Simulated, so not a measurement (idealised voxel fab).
Module name: voxel double patterning (process module)
Displayed cross-section: cut, width of 240 nm, square cells sized 5 nm.
A cross-section is written here as square cells arranged in a grid, and it is given in bands from the top down, each band taking up one or more rows of cells. A band entry consists of two parts. The first gives the height of the band's top and the height of its bottom, in nm. The rest lists the band's materials from left to right, each with its width in nm. A single material labelled with the word "throughout" fills the band from edge to edge, and the word "empty" marks empty space. Heights from 0 (as-received wafer is one material below). Bottom band endless downward, as "0 nm and below". So if you see something like "30->40" for the width, read it as the top row of the band sitting at the first number and the bottom row at the second, with every row in between moving by the same amount as the last. A step reported as "no change" is a step in which no cell of the cross-section changed. If an empty space has no open way to the top and is at least 8 cells in size, "Closed void table" lists it, written width x height at distance, where distance is measured from the left edge and every value is in nm. Post-settings text on a step line: simulator's own remark regarding the step. If you see "overlay nm" on a step's line and that step has a mask, it's telling you how far right of where it was planned the mask ended up; a negative number means it went left instead.
SET OUT BELOW ARE THE PLANNED STEPS OF THE PROCESS
| 1 | RECEIVE with material Si |
| 2 | CONFORMAL_DEP with material SiO2, thk nm 10 |
| 3 | DIRECTIONAL_DEP with material W, thk nm 15 |
| 4 | DIRECTIONAL_DEP with material SiCN, thk nm 5 |
| 5 | PATTERN with tone open, mask id FIRST, material resist, width nm 15, pitch nm 50, thk nm 15, overlay nm 0 |
| 6 | DIRECTIONAL_ETCH with etch materials SiCN, depth nm 5 |
| 7 | STRIP with etch materials resist |
| 8 | MASKED_ETCH with tone open, mask id SECOND, width nm 15, pitch nm 50, etch materials SiCN, depth nm 5, overlay nm 0 |
| 9 | DIRECTIONAL_ETCH with etch materials W, depth nm 15 |
| 10 | STRIP with etch materials SiCN |
INCOMING WAFER IN CROSS-SECTION (STATE: AFTER STEP 1)
  0 nm and below: Si throughout
  Closed void table: none
CROSS-SECTION TAKEN AT MODULE COMPLETION ON THE FIRST OF TWO WAFERS; PROCESSED PER THE PLAN
  25 nm to 10 nm: W: 60, empty: 15, W: 10, empty: 15, W: 10, empty: 15, W: 10, empty: 15, W: 10, empty: 15, W: 65
  10 nm to 0 nm: SiO2 throughout
  0 nm and below: Si throughout
  Closed void table: none
SECOND WAFER OF THE TWO, SECTIONED AT THE END OF THE MODULE. IT BEGAN LIKE THE FIRST AND FOLLOWED THE SAME PLAN, BUT ONE MISTAKE WAS MADE WHILE RUNNING IT
  30 nm to 25 nm: SiCN: 60, empty: 15, SiCN: 10, empty: 15, SiCN: 10, empty: 15, SiCN: 10, empty: 15, SiCN: 10, empty: 15, SiCN: 65
  25 nm to 10 nm: W: 60, empty: 15, W: 10, empty: 15, W: 10, empty: 15, W: 10, empty: 15, W: 10, empty: 15, W: 65
  10 nm to 0 nm: SiO2 throughout
  0 nm and below: Si throughout
  Closed void table: none
what went wrong: not run: step 10 of the plan (skipped)
Upon completion, the second wafer contains, in terms of cells, a greater or smaller amount of certain materials than the first wafer: SiCN: 33 more
